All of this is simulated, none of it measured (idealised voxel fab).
Documented hereafter: the process module known as voxel wiring stack.
We display cut, a cross-section 275 nm in width whose square cells are each 5 nm.
Cross-sections here: square-cell grids, written as top-down lists of bands, a band being one or more rows of cells.
The entry gives the band's vertical extent as a top height and a bottom height in nm, then its horizontal make-up as materials from left to right, each with a width in nm. "blank" stands for empty space; a single material marked "full width" fills the band edge to edge.
Ref level 0: as-received wafer is one material below here. Bottom band extends down with no lower bound ("0 nm and below").
You'd read "30 to 40" like this: the band's top row of cells is as wide as the first number, its bottom row is as wide as the second, and going down, every row changes width by the same amount as the row before did.
Given "identical to before" for a step, no cell of the cross-section differs between before and after that step.
What "Enclosed internal cavities" gives you is every empty space of 8 cells or more that is cut off from the top. Each appears as width x height at distance, with the distance taken from the left edge and width, height and distance all in nm.
On a step's line, text after the settings is the simulator commenting on that step.
"overlay nm" answers the question of how far to the right of plan the mask lay on a step that has a mask, and when it is negative the answer is to the left.
Pairs follow: section before one process step, section after it down to the lowest changed band, step with settings underneath. Pairs may come from different runs of this module on the same starting wafer; continuity with the pair above only as stated in the "Pre-step view" entry.

## Pre-step view
* 0 nm and below  Si full width
* Enclosed internal cavities: none

## Post-Process View
* 10 nm to 0 nm  SiO2 full width
* For the remainder of the cross-section, below 0, there is no change.
* Enclosed internal cavities: none
Between before and after, shown above: CONFORMAL_DEP: material SiO2, thk nm 10

Pre-step view: check the pair just above; its after cross-section is our before state.

## Post-Process View
* 15 nm to 10 nm  TiN full width
* For the remainder of the cross-section, below 10, there is no change.
* Enclosed internal cavities: none
Between before and after, shown above: DIRECTIONAL_DEP: material TiN, thk nm 5

Pre-step view: check the pair just above; its after cross-section is our before state.

## Post-Process View
* 30 nm to 15 nm  W full width
* For the remainder of the cross-section, below 15, there is no change.
* Enclosed internal cavities: none
Between before and after, shown above: DIRECTIONAL_DEP: material W, thk nm 15

Pre-step view: check the pair just above; its after cross-section is our before state.

## Post-Process View
* 45 nm to 30 nm  aC full width
* For the remainder of the cross-section, below 30, there is no change.
* Enclosed internal cavities: none
Between before and after, shown above: DIRECTIONAL_DEP: material aC, thk nm 15

Pre-step view: check the pair just above; its after cross-section is our before state.

## Post-Process View
* 75 nm to 45 nm  blank=65, resist=30, blank=25, resist=30, blank=25, resist=30, blank=70
* For the remainder of the cross-section, below 45, there is no change.
* Enclosed internal cavities: none
Between before and after, shown above: PATTERN: tone cover, mask id METAL_1, material resist, width nm 30, pitch nm 55, thk nm 30, overlay nm 0

Pre-step view: check the pair just above; its after cross-section is our before state.

## Post-Process View
* 60 nm to 45 nm  blank=65, resist=30, blank=25, resist=30, blank=25, resist=30, blank=70
* 45 nm to 30 nm  blank=65, aC=30, blank=25, aC=30, blank=25, aC=30, blank=70
* For the remainder of the cross-section, below 30, there is no change.
* Enclosed internal cavities: none
Between before and after, shown above: DIRECTIONAL_ETCH: etch materials aC, depth nm 15

Pre-step view: check the pair just above; its after cross-section is our before state.

## Post-Process View
* 45 nm to 30 nm  blank=65, aC=30, blank=25, aC=30, blank=25, aC=30, blank=70
* For the remainder of the cross-section, below 30, there is no change.
* Enclosed internal cavities: none
Between before and after, shown above: STRIP: etch materials resist

Pre-step view: check the pair just above; its after cross-section is our before state.

## Post-Process View
* 45 nm to 30 nm  blank=65, aC=30, blank=25, aC=30, blank=25, aC=30, blank=70
* 30 nm to 15 nm  blank=65, W=30, blank=25, W=30, blank=25, W=30, blank=70
* For the remainder of the cross-section, below 15, there is no change.
* Enclosed internal cavities: none
Between before and after, shown above: DIRECTIONAL_ETCH: etch materials W, depth nm 15

Pre-step view: check the pair just above; its after cross-section is our before state.

## Post-Process View
* 45 nm to 30 nm  blank=65, aC=30, blank=25, aC=30, blank=25, aC=30, blank=70
* 30 nm to 15 nm  blank=65, W=30, blank=25, W=30, blank=25, W=30, blank=70
* 15 nm to 10 nm  blank=65, TiN=30, blank=25, TiN=30, blank=25, TiN=30, blank=70
* For the remainder of the cross-section, below 10, there is no change.
* Enclosed internal cavities: none
Between before and after, shown above: DIRECTIONAL_ETCH: etch materials TiN, depth nm 5

Pre-step view: check the pair just above; its after cross-section is our before state.

## Post-Process View
* 30 nm to 15 nm  blank=65, W=30, blank=25, W=30, blank=25, W=30, blank=70
* For the remainder of the cross-section, below 15, there is no change.
* Enclosed internal cavities: none
Between before and after, shown above: STRIP: etch materials aC

Pre-step view: check the pair just above; its after cross-section is our before state.

## Post-Process View
* 35 nm to 30 nm  blank=60, SiCN=40, blank=15, SiCN=40, blank=15, SiCN=40, blank=65
* 30 nm to 15 nm  blank=60, SiCN=5, W=30, SiCN=5, blank=15, SiCN=5, W=30, SiCN=5, blank=15, SiCN=5, W=30, SiCN=5, blank=65
* 15 nm to 10 nm  SiCN=65, TiN=30, SiCN=25, TiN=30, SiCN=25, TiN=30, SiCN=70
* For the remainder of the cross-section, below 10, there is no change.
* Enclosed internal cavities: none
Between before and after, shown above: CONFORMAL_DEP: material SiCN, thk nm 5

Pre-step view: check the pair just above; its after cross-section is our before state.

## Post-Process View
* 45 nm to 35 nm  SiO2 full width
* 35 nm to 30 nm  SiO2=60, SiCN=40, SiO2=15, SiCN=40, SiO2=15, SiCN=40, SiO2=65
* 30 nm to 15 nm  SiO2=60, SiCN=5, W=30, SiCN=5, SiO2=15, SiCN=5, W=30, SiCN=5, SiO2=15, SiCN=5, W=30, SiCN=5, SiO2=65
* For the remainder of the cross-section, below 15, there is no change.
* Enclosed internal cavities: none
Between before and after, shown above: FILL_DEP: material SiO2, thk nm 10

Pre-step view: check the pair just above; its after cross-section is our before state.

## Post-Process View
* 30 nm to 15 nm  SiO2=60, SiCN=5, W=30, SiCN=5, SiO2=15, SiCN=5, W=30, SiCN=5, SiO2=15, SiCN=5, W=30, SiCN=5, SiO2=65
* For the remainder of the cross-section, below 15, there is no change.
* Enclosed internal cavities: none
Between before and after, shown above: CMP: height nm 30

Pre-step view: check the pair just above; its after cross-section is our before state.

## Post-Process View
* 35 nm to 30 nm  SiCN full width
* For the remainder of the cross-section, below 30, there is no change.
* Enclosed internal cavities: none
Between before and after, shown above: CONFORMAL_DEP: material SiCN, thk nm 5

Pre-step view: check the pair just above; its after cross-section is our before state.

## Post-Process View
* 55 nm to 35 nm  SiO2 full width
* For the remainder of the cross-section, below 35, there is no change.
* Enclosed internal cavities: none
Between before and after, shown above: DIRECTIONAL_DEP: material SiO2, thk nm 20

Pre-step view: check the pair just above; its after cross-section is our before state.

## Post-Process View
* 75 nm to 55 nm  resist=65, blank=15, resist=40, blank=15, resist=40, blank=15, resist=85
* For the remainder of the cross-section, below 55, there is no change.
* Enclosed internal cavities: none
Between before and after, shown above: PATTERN: tone open, mask id PLUG_1, material resist, width nm 15, pitch nm 55, thk nm 20, overlay nm 0

Pre-step view: check the pair just above; its after cross-section is our before state.

## Post-Process View
* 75 nm to 55 nm  resist=65, blank=15, resist=40, blank=15, resist=40, blank=15, resist=85
* 55 nm to 35 nm  SiO2=65, blank=15, SiO2=40, blank=15, SiO2=40, blank=15, SiO2=85
* For the remainder of the cross-section, below 35, there is no change.
* Enclosed internal cavities: none
Between before and after, shown above: DIRECTIONAL_ETCH: etch materials SiO2, depth nm 20

Pre-step view: check the pair just above; its after cross-section is our before state.

## Post-Process View
* 75 nm to 55 nm  resist=65, blank=15, resist=40, blank=15, resist=40, blank=15, resist=85
* 55 nm to 35 nm  SiO2=65, blank=15, SiO2=40, blank=15, SiO2=40, blank=15, SiO2=85
* 35 nm to 30 nm  SiCN=65, blank=15, SiCN=40, blank=15, SiCN=40, blank=15, SiCN=85
* For the remainder of the cross-section, below 30, there is no change.
* Enclosed internal cavities: none
Between before and after, shown above: DIRECTIONAL_ETCH: etch materials SiCN, depth nm 5

Pre-step view: check the pair just above; its after cross-section is our before state.

## Post-Process View
* 55 nm to 35 nm  SiO2=65, blank=15, SiO2=40, blank=15, SiO2=40, blank=15, SiO2=85
* For the remainder of the cross-section, below 35, there is no change.
* Enclosed internal cavities: none
Between before and after, shown above: STRIP: etch materials resist

Pre-step view: check the pair just above; its after cross-section is our before state.

## Post-Process View
* 55 nm to 40 nm  SiO2=65, blank=15, SiO2=40, blank=15, SiO2=40, blank=15, SiO2=85
* 40 nm to 35 nm  SiO2=65, Ru=15, SiO2=40, Ru=15, SiO2=40, Ru=15, SiO2=85
* 35 nm to 30 nm  SiCN=65, Ru=15, SiCN=40, Ru=15, SiCN=40, Ru=15, SiCN=85
* For the remainder of the cross-section, below 30, there is no change.
* Enclosed internal cavities: none
Between before and after, shown above: EPI: material Ru, thk nm 10

Pre-step view: check the pair just above; its after cross-section is our before state.

## Post-Process View
* 55 nm to 50 nm  SiO2=65, blank=15, SiO2=40, blank=15, SiO2=40, blank=15, SiO2=85
* 50 nm to 35 nm  SiO2=65, Ru=15, SiO2=40, Ru=15, SiO2=40, Ru=15, SiO2=85
* For the remainder of the cross-section, below 35, there is no change.
* Enclosed internal cavities: none
Between before and after, shown above: EPI: material Ru, thk nm 10

Pre-step view: check the pair just above; its after cross-section is our before state.

## Post-Process View
* 55 nm to 35 nm  SiO2=65, Ru=15, SiO2=40, Ru=15, SiO2=40, Ru=15, SiO2=85
* For the remainder of the cross-section, below 35, there is no change.
* Enclosed internal cavities: none
Between before and after, shown above: EPI: material Ru, thk nm 5

Pre-step view: check the pair just above; its after cross-section is our before state.

## Post-Process View
* 60 nm to 55 nm  TiN full width
* For the remainder of the cross-section, below 55, there is no change.
* Enclosed internal cavities: none
Between before and after, shown above: DIRECTIONAL_DEP: material TiN, thk nm 5

Pre-step view: check the pair just above; its after cross-section is our before state.

## Post-Process View
* 85 nm to 60 nm  Ru full width
* For the remainder of the cross-section, below 60, there is no change.
* Enclosed internal cavities: none
Between before and after, shown above: DIRECTIONAL_DEP: material Ru, thk nm 25

Pre-step view: check the pair just above; its after cross-section is our before state.

## Post-Process View
* 100 nm to 85 nm  aC full width
* For the remainder of the cross-section, below 85, there is no change.
* Enclosed internal cavities: none
Between before and after, shown above: DIRECTIONAL_DEP: material aC, thk nm 15

Pre-step view: check the pair just above; its after cross-section is our before state.

## Post-Process View
* 135 nm to 100 nm  blank=65, resist=30, blank=25, resist=30, blank=25, resist=30, blank=70
* For the remainder of the cross-section, below 100, there is no change.
* Enclosed internal cavities: none
Between before and after, shown above: PATTERN: tone cover, mask id METAL_2, material resist, width nm 30, pitch nm 55, thk nm 35, overlay nm 0

Pre-step view: check the pair just above; its after cross-section is our before state.

## Post-Process View
* 120 nm to 100 nm  blank=65, resist=30, blank=25, resist=30, blank=25, resist=30, blank=70
* 100 nm to 85 nm  blank=65, aC=30, blank=25, aC=30, blank=25, aC=30, blank=70
* For the remainder of the cross-section, below 85, there is no change.
* Enclosed internal cavities: none
Between before and after, shown above: DIRECTIONAL_ETCH: etch materials aC, depth nm 15

Pre-step view: check the pair just above; its after cross-section is our before state.

## Post-Process View
* 100 nm to 85 nm  blank=65, aC=30, blank=25, aC=30, blank=25, aC=30, blank=70
* For the remainder of the cross-section, below 85, there is no change.
* Enclosed internal cavities: none
Between before and after, shown above: STRIP: etch materials resist

Pre-step view: check the pair just above; its after cross-section is our before state.

## Post-Process View
* 100 nm to 85 nm  blank=65, aC=30, blank=25, aC=30, blank=25, aC=30, blank=70
* 85 nm to 60 nm  blank=65, Ru=30, blank=25, Ru=30, blank=25, Ru=30, blank=70
* For the remainder of the cross-section, below 60, there is no change.
* Enclosed internal cavities: none
Between before and after, shown above: DIRECTIONAL_ETCH: etch materials Ru, depth nm 25

Pre-step view: check the pair just above; its after cross-section is our before state.

## Post-Process View
* 100 nm to 85 nm  blank=65, aC=30, blank=25, aC=30, blank=25, aC=30, blank=70
* 85 nm to 60 nm  blank=65, Ru=30, blank=25, Ru=30, blank=25, Ru=30, blank=70
* 60 nm to 55 nm  blank=65, TiN=30, blank=25, TiN=30, blank=25, TiN=30, blank=70
* For the remainder of the cross-section, below 55, there is no change.
* Enclosed internal cavities: none
Between before and after, shown above: DIRECTIONAL_ETCH: etch materials TiN, depth nm 5

Pre-step view: check the pair just above; its after cross-section is our before state.

## Post-Process View
* 85 nm to 60 nm  blank=65, Ru=30, blank=25, Ru=30, blank=25, Ru=30, blank=70
* For the remainder of the cross-section, below 60, there is no change.
* Enclosed internal cavities: none
Between before and after, shown above: STRIP: etch materials aC

Pre-step view: check the pair just above; its after cross-section is our before state.

## Post-Process View
* 90 nm to 85 nm  lowk full width
* 85 nm to 60 nm  lowk=65, Ru=30, lowk=25, Ru=30, lowk=25, Ru=30, lowk=70
* 60 nm to 55 nm  lowk=65, TiN=30, lowk=25, TiN=30, lowk=25, TiN=30, lowk=70
* For the remainder of the cross-section, below 55, there is no change.
* Enclosed internal cavities: none
Between before and after, shown above: FILL_DEP: material lowk, thk nm 5

Pre-step view: check the pair just above; its after cross-section is our before state.

## Post-Process View
* 85 nm to 60 nm  lowk=65, Ru=30, lowk=25, Ru=30, lowk=25, Ru=30, lowk=70
* For the remainder of the cross-section, below 60, there is no change.
* Enclosed internal cavities: none
Between before and after, shown above: CMP: height nm 85

Pre-step view: check the pair just above; its after cross-section is our before state.

## Post-Process View
* 90 nm to 85 nm  SiCN full width
* For the remainder of the cross-section, below 85, there is no change.
* Enclosed internal cavities: none
Between before and after, shown above: CONFORMAL_DEP: material SiCN, thk nm 5

Pre-step view: check the pair just above; its after cross-section is our before state.

## Post-Process View
* 110 nm to 90 nm  lowk full width
* For the remainder of the cross-section, below 90, there is no change.
* Enclosed internal cavities: none
Between before and after, shown above: DIRECTIONAL_DEP: material lowk, thk nm 20

Pre-step view: check the pair just above; its after cross-section is our before state.

## Post-Process View
* 130 nm to 110 nm  resist=65, blank=15, resist=95, blank=15, resist=85
* For the remainder of the cross-section, below 110, there is no change.
* Enclosed internal cavities: none
Between before and after, shown above: PATTERN: tone open, mask id PLUG_2, material resist, width nm 15, pitch nm 110, thk nm 20, overlay nm 0

Pre-step view: check the pair just above; its after cross-section is our before state.

## Post-Process View
* 130 nm to 110 nm  resist=65, blank=15, resist=95, blank=15, resist=85
* 110 nm to 90 nm  lowk=65, blank=15, lowk=95, blank=15, lowk=85
* For the remainder of the cross-section, below 90, there is no change.
* Enclosed internal cavities: none
Between before and after, shown above: DIRECTIONAL_ETCH: etch materials lowk, depth nm 20

Pre-step view: check the pair just above; its after cross-section is our before state.

## Post-Process View
* 130 nm to 110 nm  resist=65, blank=15, resist=95, blank=15, resist=85
* 110 nm to 90 nm  lowk=65, blank=15, lowk=95, blank=15, lowk=85
* 90 nm to 85 nm  SiCN=65, blank=15, SiCN=95, blank=15, SiCN=85
* For the remainder of the cross-section, below 85, there is no change.
* Enclosed internal cavities: none
Between before and after, shown above: DIRECTIONAL_ETCH: etch materials SiCN, depth nm 5

Pre-step view: check the pair just above; its after cross-section is our before state.

## Post-Process View
* 110 nm to 90 nm  lowk=65, blank=15, lowk=95, blank=15, lowk=85
* For the remainder of the cross-section, below 90, there is no change.
* Enclosed internal cavities: none
Between before and after, shown above: STRIP: etch materials resist

Pre-step view: check the pair just above; its after cross-section is our before state.

## Post-Process View
* 115 nm to 110 nm  TiN=70, blank=5, TiN=105, blank=5, TiN=90
* 110 nm to 90 nm  lowk=65, TiN=5, blank=5, TiN=5, lowk=95, TiN=5, blank=5, TiN=5, lowk=85
* 90 nm to 85 nm  SiCN=65, TiN=15, SiCN=95, TiN=15, SiCN=85
* For the remainder of the cross-section, below 85, there is no change.
* Enclosed internal cavities: none
Between before and after, shown above: CONFORMAL_DEP: material TiN, thk nm 5

Pre-step view: check the pair just above; its after cross-section is our before state.

## Post-Process View
* 125 nm to 115 nm  Ru full width
* 115 nm to 110 nm  TiN=70, Ru=5, TiN=105, Ru=5, TiN=90
* 110 nm to 90 nm  lowk=65, TiN=5, Ru=5, TiN=5, lowk=95, TiN=5, Ru=5, TiN=5, lowk=85
* For the remainder of the cross-section, below 90, there is no change.
* Enclosed internal cavities: none
Between before and after, shown above: FILL_DEP: material Ru, thk nm 10

Pre-step view: check the pair just above; its after cross-section is our before state.

## Post-Process View
* 110 nm to 90 nm  lowk=65, TiN=5, Ru=5, TiN=5, lowk=95, TiN=5, Ru=5, TiN=5, lowk=85
* For the remainder of the cross-section, below 90, there is no change.
* Enclosed internal cavities: none
Between before and after, shown above: CMP: height nm 110

Pre-step view: check the pair just above; its after cross-section is our before state.

## Post-Process View
* 115 nm to 110 nm  TiN full width
* For the remainder of the cross-section, below 110, there is no change.
* Enclosed internal cavities: none
Between before and after, shown above: DIRECTIONAL_DEP: material TiN, thk nm 5

Pre-step view: check the pair just above; its after cross-section is our before state.

## Post-Process View
* 130 nm to 115 nm  Ru full width
* For the remainder of the cross-section, below 115, there is no change.
* Enclosed internal cavities: none
Between before and after, shown above: DIRECTIONAL_DEP: material Ru, thk nm 15

Pre-step view: check the pair just above; its after cross-section is our before state.

## Post-Process View
* 150 nm to 130 nm  blank=65, resist=30, blank=25, resist=30, blank=25, resist=30, blank=70
* For the remainder of the cross-section, below 130, there is no change.
* Enclosed internal cavities: none
Between before and after, shown above: PATTERN: tone cover, mask id METAL_3, material resist, width nm 30, pitch nm 55, thk nm 20, overlay nm 0

Pre-step view: check the pair just above; its after cross-section is our before state.

## Post-Process View
* 150 nm to 130 nm  blank=65, resist=30, blank=25, resist=30, blank=25, resist=30, blank=70
* 130 nm to 115 nm  blank=65, Ru=30, blank=25, Ru=30, blank=25, Ru=30, blank=70
* For the remainder of the cross-section, below 115, there is no change.
* Enclosed internal cavities: none
Between before and after, shown above: DIRECTIONAL_ETCH: etch materials Ru, depth nm 15

Pre-step view: check the pair just above; its after cross-section is our before state.

## Post-Process View
* 150 nm to 130 nm  blank=65, resist=30, blank=25, resist=30, blank=25, resist=30, blank=70
* 130 nm to 115 nm  blank=65, Ru=30, blank=25, Ru=30, blank=25, Ru=30, blank=70
* 115 nm to 110 nm  blank=65, TiN=30, blank=25, TiN=30, blank=25, TiN=30, blank=70
* For the remainder of the cross-section, below 110, there is no change.
* Enclosed internal cavities: none
Between before and after, shown above: DIRECTIONAL_ETCH: etch materials TiN, depth nm 5

Pre-step view: check the pair just above; its after cross-section is our before state.

## Post-Process View
* 130 nm to 115 nm  blank=65, Ru=30, blank=25, Ru=30, blank=25, Ru=30, blank=70
* For the remainder of the cross-section, below 115, there is no change.
* Enclosed internal cavities: none
Between before and after, shown above: STRIP: etch materials resist

Pre-step view: check the pair just above; its after cross-section is our before state.

## Post-Process View
* 135 nm to 130 nm  blank=60, SiN=40, blank=15, SiN=40, blank=15, SiN=40, blank=65
* 130 nm to 115 nm  blank=60, SiN=5, Ru=30, SiN=5, blank=15, SiN=5, Ru=30, SiN=5, blank=15, SiN=5, Ru=30, SiN=5, blank=65
* 115 nm to 110 nm  SiN=65, TiN=30, SiN=25, TiN=30, SiN=25, TiN=30, SiN=70
* For the remainder of the cross-section, below 110, there is no change.
* Enclosed internal cavities: none
Between before and after, shown above: CONFORMAL_DEP: material SiN, thk nm 5

Pre-step view: check the pair just above; its after cross-section is our before state.

## Post-Process View
* 145 nm to 135 nm  lowk full width
* 135 nm to 130 nm  lowk=60, SiN=40, lowk=15, SiN=40, lowk=15, SiN=40, lowk=65
* 130 nm to 115 nm  lowk=60, SiN=5, Ru=30, SiN=5, lowk=15, SiN=5, Ru=30, SiN=5, lowk=15, SiN=5, Ru=30, SiN=5, lowk=65
* For the remainder of the cross-section, below 115, there is no change.
* Enclosed internal cavities: none
Between before and after, shown above: FILL_DEP: material lowk, thk nm 10

Pre-step view: check the pair just above; its after cross-section is our before state.

## Post-Process View
* 130 nm to 115 nm  lowk=60, SiN=5, Ru=30, SiN=5, lowk=15, SiN=5, Ru=30, SiN=5, lowk=15, SiN=5, Ru=30, SiN=5, lowk=65
* For the remainder of the cross-section, below 115, there is no change.
* Enclosed internal cavities: none
Between before and after, shown above: CMP: height nm 130

Pre-step view: check the pair just above; its after cross-section is our before state.

## Post-Process View
* 135 nm to 130 nm  SiCN full width
* For the remainder of the cross-section, below 130, there is no change.
* Enclosed internal cavities: none
Between before and after, shown above: CONFORMAL_DEP: material SiCN, thk nm 5

Pre-step view: check the pair just above; its after cross-section is our before state.

## Post-Process View
* 165 nm to 135 nm  SiO2 full width
* For the remainder of the cross-section, below 135, there is no change.
* Enclosed internal cavities: none
Between before and after, shown above: DIRECTIONAL_DEP: material SiO2, thk nm 30

Pre-step view: check the pair just above; its after cross-section is our before state.

## Post-Process View
* 165 nm to 145 nm  SiO2=65, blank=30, SiO2=25, blank=30, SiO2=25, blank=30, SiO2=70
* For the remainder of the cross-section, below 145, there is no change.
* Enclosed internal cavities: none
Between before and after, shown above: MASKED_ETCH: tone open, mask id METAL_4, width nm 30, pitch nm 55, etch materials SiO2, depth nm 20, overlay nm 0

Pre-step view: check the pair just above; its after cross-section is our before state.

## Post-Process View
* 165 nm to 145 nm  SiO2=65, blank=30, SiO2=25, blank=30, SiO2=25, blank=30, SiO2=70
* 145 nm to 135 nm  SiO2=65, blank=15, SiO2=40, blank=15, SiO2=40, blank=15, SiO2=85
* For the remainder of the cross-section, below 135, there is no change.
* Enclosed internal cavities: none
Between before and after, shown above: MASKED_ETCH: tone open, mask id METAL_4_HOLES, width nm 15, pitch nm 55, etch materials SiO2, depth nm 10, overlay nm 0

Pre-step view: check the pair just above; its after cross-section is our before state.

## Post-Process View
* 165 nm to 145 nm  SiO2=65, blank=30, SiO2=25, blank=30, SiO2=25, blank=30, SiO2=70
* 145 nm to 135 nm  SiO2=65, blank=15, SiO2=40, blank=15, SiO2=40, blank=15, SiO2=85
* 135 nm to 130 nm  SiCN=65, blank=15, SiCN=40, blank=15, SiCN=40, blank=15, SiCN=85
* For the remainder of the cross-section, below 130, there is no change.
* Enclosed internal cavities: none
Between before and after, shown above: MASKED_ETCH: tone open, mask id METAL_4_HOLES, width nm 15, pitch nm 55, etch materials SiCN, depth nm 5, overlay nm 0

Pre-step view: check the pair just above; its after cross-section is our before state.

## Post-Process View
* 170 nm to 165 nm  TiN=70, blank=20, TiN=35, blank=20, TiN=35, blank=20, TiN=75
* 165 nm to 150 nm  SiO2=65, TiN=5, blank=20, TiN=5, SiO2=25, TiN=5, blank=20, TiN=5, SiO2=25, TiN=5, blank=20, TiN=5, SiO2=70
* 150 nm to 145 nm  SiO2=65, TiN=5, blank=5, TiN=20, SiO2=25, TiN=5, blank=5, TiN=20, SiO2=25, TiN=5, blank=5, TiN=20, SiO2=70
* 145 nm to 135 nm  SiO2=65, TiN=5, blank=5, TiN=5, SiO2=40, TiN=5, blank=5, TiN=5, SiO2=40, TiN=5, blank=5, TiN=5, SiO2=85
* 135 nm to 130 nm  SiCN=65, TiN=15, SiCN=40, TiN=15, SiCN=40, TiN=15, SiCN=85
* For the remainder of the cross-section, below 130, there is no change.
* Enclosed internal cavities: none
Between before and after, shown above: CONFORMAL_DEP: material TiN, thk nm 5

Pre-step view: check the pair just above; its after cross-section is our before state.

## Post-Process View
* 175 nm to 170 nm  Cu full width
* 170 nm to 165 nm  TiN=70, Cu=20, TiN=35, Cu=20, TiN=35, Cu=20, TiN=75
* 165 nm to 150 nm  SiO2=65, TiN=5, Cu=20, TiN=5, SiO2=25, TiN=5, Cu=20, TiN=5, SiO2=25, TiN=5, Cu=20, TiN=5, SiO2=70
* 150 nm to 145 nm  SiO2=65, TiN=5, Cu=5, TiN=20, SiO2=25, TiN=5, Cu=5, TiN=20, SiO2=25, TiN=5, Cu=5, TiN=20, SiO2=70
* 145 nm to 135 nm  SiO2=65, TiN=5, Cu=5, TiN=5, SiO2=40, TiN=5, Cu=5, TiN=5, SiO2=40, TiN=5, Cu=5, TiN=5, SiO2=85
* For the remainder of the cross-section, below 135, there is no change.
* Enclosed internal cavities: none
Between before and after, shown above: FILL_DEP: material Cu, thk nm 5

Pre-step view: check the pair just above; its after cross-section is our before state.

## Post-Process View
* 165 nm to 150 nm  SiO2=65, TiN=5, Cu=20, TiN=5, SiO2=25, TiN=5, Cu=20, TiN=5, SiO2=25, TiN=5, Cu=20, TiN=5, SiO2=70
* For the remainder of the cross-section, below 150, there is no change.
* Enclosed internal cavities: none
Between before and after, shown above: CMP: height nm 165

Pre-step view: check the pair just above; its after cross-section is our before state.

## Post-Process View
* 170 nm to 165 nm  SiCN full width
* For the remainder of the cross-section, below 165, there is no change.
* Enclosed internal cavities: none
Between before and after, shown above: CONFORMAL_DEP: material SiCN, thk nm 5

## Pre-step view
* 55 nm to 40 nm  SiO2=65, blank=15, SiO2=40, blank=15, SiO2=40, blank=15, SiO2=85
* 40 nm to 35 nm  SiO2=65, Ru=15, SiO2=40, Ru=15, SiO2=40, Ru=15, SiO2=85
* 35 nm to 30 nm  SiCN=65, Ru=15, SiCN=40, Ru=15, SiCN=40, Ru=15, SiCN=85
* 30 nm to 15 nm  SiO2=60, SiCN=5, W=30, SiCN=5, SiO2=15, SiCN=5, W=30, SiCN=5, SiO2=15, SiCN=5, W=30, SiCN=5, SiO2=65
* 15 nm to 10 nm  SiCN=65, TiN=30, SiCN=25, TiN=30, SiCN=25, TiN=30, SiCN=70
* 10 nm to 0 nm  SiO2 full width
* 0 nm and below  Si full width
* Enclosed internal cavities: none

## Post-Process View
* 55 nm to 45 nm  SiO2=65, blank=15, SiO2=40, blank=15, SiO2=40, blank=15, SiO2=85
* 45 nm to 35 nm  SiO2=65, Ru=15, SiO2=40, Ru=15, SiO2=40, Ru=15, SiO2=85
* For the remainder of the cross-section, below 35, there is no change.
* Enclosed internal cavities: none
Between before and after, shown above: EPI: material Ru, thk nm 5

Pre-step view: check the pair just above; its after cross-section is our before state.

## Post-Process View
* 60 nm to 55 nm  TiN=65, blank=15, TiN=40, blank=15, TiN=40, blank=15, TiN=85
* 55 nm to 50 nm  SiO2=65, blank=15, SiO2=40, blank=15, SiO2=40, blank=15, SiO2=85
* 50 nm to 45 nm  SiO2=65, TiN=15, SiO2=40, TiN=15, SiO2=40, TiN=15, SiO2=85
* For the remainder of the cross-section, below 45, there is no change.
* Enclosed internal cavities: none
Between before and after, shown above: DIRECTIONAL_DEP: material TiN, thk nm 5

Pre-step view: check the pair just above; its after cross-section is our before state.

## Post-Process View
* 85 nm to 75 nm  Ru=65, blank=15, Ru=40, blank=15, Ru=40, blank=15, Ru=85
* 75 nm to 60 nm  Ru full width
* 60 nm to 55 nm  TiN=65, Ru=15, TiN=40, Ru=15, TiN=40, Ru=15, TiN=85
* 55 nm to 50 nm  SiO2=65, Ru=15, SiO2=40, Ru=15, SiO2=40, Ru=15, SiO2=85
* For the remainder of the cross-section, below 50, there is no change.
* Enclosed internal cavities: none
Between before and after, shown above: DIRECTIONAL_DEP: material Ru, thk nm 25

Pre-step view: check the pair just above; its after cross-section is our before state.

## Post-Process View
* 100 nm to 90 nm  aC=65, blank=15, aC=40, blank=15, aC=40, blank=15, aC=85
* 90 nm to 85 nm  aC full width
* 85 nm to 75 nm  Ru=65, aC=15, Ru=40, aC=15, Ru=40, aC=15, Ru=85
* For the remainder of the cross-section, below 75, there is no change.
* Enclosed internal cavities: none
Between before and after, shown above: DIRECTIONAL_DEP: material aC, thk nm 15

Pre-step view: check the pair just above; its after cross-section is our before state.

## Post-Process View
* 135 nm to 100 nm  blank=65, resist=30, blank=25, resist=30, blank=25, resist=30, blank=70
* 100 nm to 90 nm  aC=65, resist=15, aC=40, resist=15, aC=40, resist=15, aC=85
* For the remainder of the cross-section, below 90, there is no change.
* Enclosed internal cavities: none
Between before and after, shown above: PATTERN: tone cover, mask id METAL_2, material resist, width nm 30, pitch nm 55, thk nm 35, overlay nm 0

Pre-step view: check the pair just above; its after cross-section is our before state.

## Post-Process View
* 120 nm to 100 nm  blank=65, resist=30, blank=25, resist=30, blank=25, resist=30, blank=70
* 100 nm to 90 nm  blank=65, resist=15, aC=15, blank=25, resist=15, aC=15, blank=25, resist=15, aC=15, blank=70
* 90 nm to 85 nm  blank=65, aC=30, blank=25, aC=30, blank=25, aC=30, blank=70
* For the remainder of the cross-section, below 85, there is no change.
* Enclosed internal cavities: none
Between before and after, shown above: DIRECTIONAL_ETCH: etch materials aC, depth nm 15

Pre-step view: check the pair just above; its after cross-section is our before state.

## Post-Process View
* 100 nm to 90 nm  blank=80, aC=15, blank=40, aC=15, blank=40, aC=15, blank=70
* For the remainder of the cross-section, below 90, there is no change.
* Enclosed internal cavities: none
Between before and after, shown above: STRIP: etch materials resist

Pre-step view: check the pair just above; its after cross-section is our before state.

## Post-Process View
* 100 nm to 90 nm  blank=80, aC=15, blank=40, aC=15, blank=40, aC=15, blank=70
* 90 nm to 85 nm  blank=65, aC=30, blank=25, aC=30, blank=25, aC=30, blank=70
* 85 nm to 75 nm  blank=65, aC=15, Ru=15, blank=25, aC=15, Ru=15, blank=25, aC=15, Ru=15, blank=70
* 75 nm to 60 nm  blank=65, Ru=30, blank=25, Ru=30, blank=25, Ru=30, blank=70
* For the remainder of the cross-section, below 60, there is no change.
* Enclosed internal cavities: none
Between before and after, shown above: DIRECTIONAL_ETCH: etch materials Ru, depth nm 25

Pre-step view: check the pair just above; its after cross-section is our before state.

## Post-Process View
* 100 nm to 90 nm  blank=80, aC=15, blank=40, aC=15, blank=40, aC=15, blank=70
* 90 nm to 85 nm  blank=65, aC=30, blank=25, aC=30, blank=25, aC=30, blank=70
* 85 nm to 75 nm  blank=65, aC=15, Ru=15, blank=25, aC=15, Ru=15, blank=25, aC=15, Ru=15, blank=70
* 75 nm to 60 nm  blank=65, Ru=30, blank=25, Ru=30, blank=25, Ru=30, blank=70
* 60 nm to 55 nm  blank=65, Ru=15, TiN=15, blank=25, Ru=15, TiN=15, blank=25, Ru=15, TiN=15, blank=70
* For the remainder of the cross-section, below 55, there is no change.
* Enclosed internal cavities: none
Between before and after, shown above: DIRECTIONAL_ETCH: etch materials TiN, depth nm 5

Pre-step view: check the pair just above; its after cross-section is our before state.

## Post-Process View
* 85 nm to 75 nm  blank=80, Ru=15, blank=40, Ru=15, blank=40, Ru=15, blank=70
* For the remainder of the cross-section, below 75, there is no change.
* Enclosed internal cavities: none
Between before and after, shown above: STRIP: etch materials aC
